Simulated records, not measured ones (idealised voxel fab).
The process module that follows is named voxel capacitor over wiring.
Cross-section cut: width 205 nm, square cells of 5 nm.
Bands, listed from the top down, are how a cross-section gets written in this document; the cross-section itself is a grid of square cells, and a band is one or more rows of them. In this notation a band is specified by the heights of its top and bottom, in that order and in nm, after which its materials appear from left to right, each paired with its width in nm. The word "all across" attached to a single material means that material fills the band from edge to edge; the word "blank" stands for empty space. Height reference: 0 = level under which incoming wafer is all one material. Lowest band: no bottom, runs on downward, e.g. "z 0 and below". A width given as "30..40" starts at the first number in the band's top row and ends at the second number in its bottom row, shifting by an equal amount at every step from row to row. Where a step carries "same as before", the cross-section came out of it unchanged, cell for cell. Heads up: "Closed empty spaces" only lists the empty pockets with no open path to the top that are 8 cells or more, and it writes them as width x height at distance, distance from the left edge, in nm. Text after the settings on a step's line: the simulator's own remark on that step. "overlay nm", when on a step's line for a step with a mask, measures how far to the right of its planned place the mask lay; a negative measure means to the left.
[Process steps foreseen in the plan]
1 RECEIVE: material Si
2 CONFORMAL_DEP: material SiO2, thk nm 15
3 CONFORMAL_DEP: material SiCN, thk nm 5
4 DIRECTIONAL_DEP: material lowk, thk nm 25
5 PATTERN: tone open, mask id METAL_1, material resist, width nm 30, pitch nm 80, thk nm 15, overlay nm 0
6 DIRECTIONAL_ETCH: etch materials lowk, depth nm 25
7 DIRECTIONAL_ETCH: etch materials SiCN, depth nm 5
8 STRIP: etch materials resist
9 CONFORMAL_DEP: material TiN, thk nm 5
10 FILL_DEP: material Cu, thk nm 10
11 CMP: height nm 45
12 CONFORMAL_DEP: material SiCN, thk nm 5
13 DIRECTIONAL_DEP: material SiO2, thk nm 15
14 MASKED_ETCH: tone open, mask id PLUG_1, width nm 15, etch materials SiO2, depth nm 15, overlay nm 0
15 MASKED_ETCH: tone open, mask id PLUG_1, width nm 15, etch materials SiCN, depth nm 5, overlay nm 0
16 EPI: material Ru, thk nm 10
17 EPI: material Ru, thk nm 10
18 DIRECTIONAL_DEP: material TiN, thk nm 5
19 DIRECTIONAL_DEP: material SiN, thk nm 5
20 DIRECTIONAL_DEP: material TiN, thk nm 10
21 DIRECTIONAL_DEP: material aC, thk nm 10
22 PATTERN: tone cover, mask id UPPER_PLATE, material resist, width nm 55, thk nm 25, overlay nm 0
23 DIRECTIONAL_ETCH: etch materials aC, depth nm 10
24 STRIP: etch materials resist
25 DIRECTIONAL_ETCH: etch materials TiN, depth nm 10
26 DIRECTIONAL_ETCH: etch materials SiN, depth nm 5
27 STRIP: etch materials aC
28 PATTERN: tone cover, mask id LOWER_PLATE, material resist, width nm 65, thk nm 20, overlay nm 0
29 DIRECTIONAL_ETCH: etch materials TiN, depth nm 5
30 STRIP: etch materials resist
31 FILL_DEP: material SiO2, thk nm 15
32 CMP: height nm 95
33 PATTERN: tone open, mask id PLUG_2, material resist, width nm 15, thk nm 15, overlay nm 0
34 DIRECTIONAL_ETCH: etch materials SiO2, depth nm 10
35 STRIP: etch materials resist
36 CONFORMAL_DEP: material TiN, thk nm 5
37 FILL_DEP: material Cu, thk nm 5
38 CMP: height nm 95
39 CONFORMAL_DEP: material SiN, thk nm 5
[Incoming wafer, cross-sectional view, post step 1]
* z 0 and below: Si all across
* Closed empty spaces: none
[Post-module cross-section of the first of two wafers (run per plan)]
* z 100 to 95: SiN all across
* z 95 to 90: SiO2 70 nm, then TiN 5 nm, then Cu 5 nm, then TiN 5 nm, then SiO2 120 nm
* z 90 to 85: SiO2 70 nm, then TiN 15 nm, then SiO2 120 nm
* z 85 to 75: SiO2 60 nm, then TiN 55 nm, then SiO2 90 nm
* z 75 to 70: SiO2 60 nm, then SiN 55 nm, then SiO2 90 nm
* z 70 to 65: SiO2 55 nm, then TiN 65 nm, then SiO2 85 nm
* z 65 to 50: SiO2 60 nm, then Ru 15 nm, then SiO2 130 nm
* z 50 to 45: SiCN 60 nm, then Ru 15 nm, then SiCN 130 nm
* z 45 to 20: lowk 45 nm, then TiN 5 nm, then Cu 20 nm, then TiN 5 nm, then lowk 50 nm, then TiN 5 nm, then Cu 20 nm, then TiN 5 nm, then lowk 50 nm
* z 20 to 15: SiCN 45 nm, then TiN 30 nm, then SiCN 50 nm, then TiN 30 nm, then SiCN 50 nm
* z 15 to 0: SiO2 all across
* z 0 and below: Si all across
* Closed empty spaces: none
[Cross-sectional view of the second of two wafers upon completion of the module. This wafer shared its starting condition and process plan with the first; one error was made during its execution]
* z 100 to 95: SiN all across
* z 95 to 90: SiO2 70 nm, then TiN 5 nm, then Cu 5 nm, then TiN 5 nm, then SiO2 120 nm
* z 90 to 85: SiO2 70 nm, then TiN 15 nm, then SiO2 120 nm
* z 85 to 75: SiO2 65 nm, then TiN 45 nm, then SiO2 95 nm
* z 75 to 70: SiO2 65 nm, then SiN 45 nm, then SiO2 95 nm
* z 70 to 65: SiO2 55 nm, then TiN 65 nm, then SiO2 85 nm
* z 65 to 50: SiO2 60 nm, then Ru 15 nm, then SiO2 130 nm
* z 50 to 45: SiCN 60 nm, then Ru 15 nm, then SiCN 130 nm
* z 45 to 20: lowk 45 nm, then TiN 5 nm, then Cu 20 nm, then TiN 5 nm, then lowk 50 nm, then TiN 5 nm, then Cu 20 nm, then TiN 5 nm, then lowk 50 nm
* z 20 to 15: SiCN 45 nm, then TiN 30 nm, then SiCN 50 nm, then TiN 30 nm, then SiCN 50 nm
* z 15 to 0: SiO2 all across
* z 0 and below: Si all across
* Closed empty spaces: none
Run error: step 22 off recipe, ran as PATTERN: tone cover, mask id UPPER_PLATE, material resist, width nm 45, thk nm 25, overlay nm 0
Wrapping up, a cell-based count of both wafers puts the second over or under the first for these materials: SiN: 2 fewer; SiO2: 6 more; TiN: 4 fewer
